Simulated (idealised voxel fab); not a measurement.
Presented below is a process module, voxel released beams.
Xsec cut, 165 nm wide, square cell size 5 nm.
Throughout this document, each cross-section is represented as a grid of square cells and is presented as a sequence of bands enumerated from the top downward, where a band comprises one or more rows of cells.
Band: top and bottom heights (nm) first, top before bottom; then materials from left to right, widths in nm. "everywhere" marks a sole material filling the band edge to edge. "blank" denotes empty space.
Heights are expressed relative to 0, this being the level below which the as-received wafer comprises one material exclusively. The lowest band is unbounded in the downward direction and is denoted as in "from 0 down".
A two-number width, for instance "30..40", indicates that the width is equal to the first number in the top row of the band and to the second number in the bottom row, and that it changes by a constant amount per row of cells.
You'll sometimes find "stayed the same" written for a step, and that's the way of saying that nowhere in the cross-section did a cell change during that step.
Voids not open to the top, 8 cells minimum: see "Tabulated closed voids". Written width x height at distance; distance is from the left edge; nm.
It should be noted that, on the line of a given step, the content following the step's settings is a remark produced by the simulator itself with respect to that step.
overlay nm: mask offset rightward from planned place, masked step; negative means leftward offset.

The following list gives the planned process steps
1) RECEIVE with material Si
2) CONFORMAL_DEP with material SiN, thk nm 10
3) DIRECTIONAL_DEP with material SiO2, thk nm 15
4) PATTERN with tone open, mask id ANCHOR, material resist, width nm 40, thk nm 15, overlay nm 0
5) DIRECTIONAL_ETCH with etch materials SiO2, depth nm 15
6) STRIP with etch materials resist
7) CONFORMAL_DEP with material W, thk nm 15
8) DIRECTIONAL_DEP with material aC, thk nm 10
9) PATTERN with tone cover, mask id BEAM, material resist, width nm 110, thk nm 30, overlay nm 0
10) DIRECTIONAL_ETCH with etch materials aC, depth nm 10
11) STRIP with etch materials resist
12) DIRECTIONAL_ETCH with etch materials W, depth nm 15
13) STRIP with etch materials aC
14) STRIP with etch materials SiO2

Wafer at receipt (post step 1), cross-section
- from 0 down | Si everywhere
- Tabulated closed voids: none

Looking at the first of two wafers in cross-section at end of module - ran to plan
- from 40 to 25 | 25 blank / 20 W / 10 blank / 80 W / 30 blank
- from 25 to 10 | 30 blank / 40 W / 95 blank
- from 10 to 0 | SiN everywhere
- from 0 down | Si everywhere
- Tabulated closed voids: none

Module end: cross-section of wafer two of two. Same start and process plan as the first wafer. One mistake during execution
- from 40 to 25 | 25 blank / 15 W / 10 blank / 85 W / 30 blank
- from 25 to 10 | 25 blank / 40 W / 100 blank
- from 10 to 0 | SiN everywhere
- from 0 down | Si everywhere
- Tabulated closed voids: none
What broke from the plan during processing? for step 4, the planned setting was not used; the step was instead run as PATTERN with tone open, mask id ANCHOR, material resist, width nm 40, thk nm 15, overlay nm -5
At the end, the second wafer has the same number of cells of each material as the first, but those cells sit in other places.
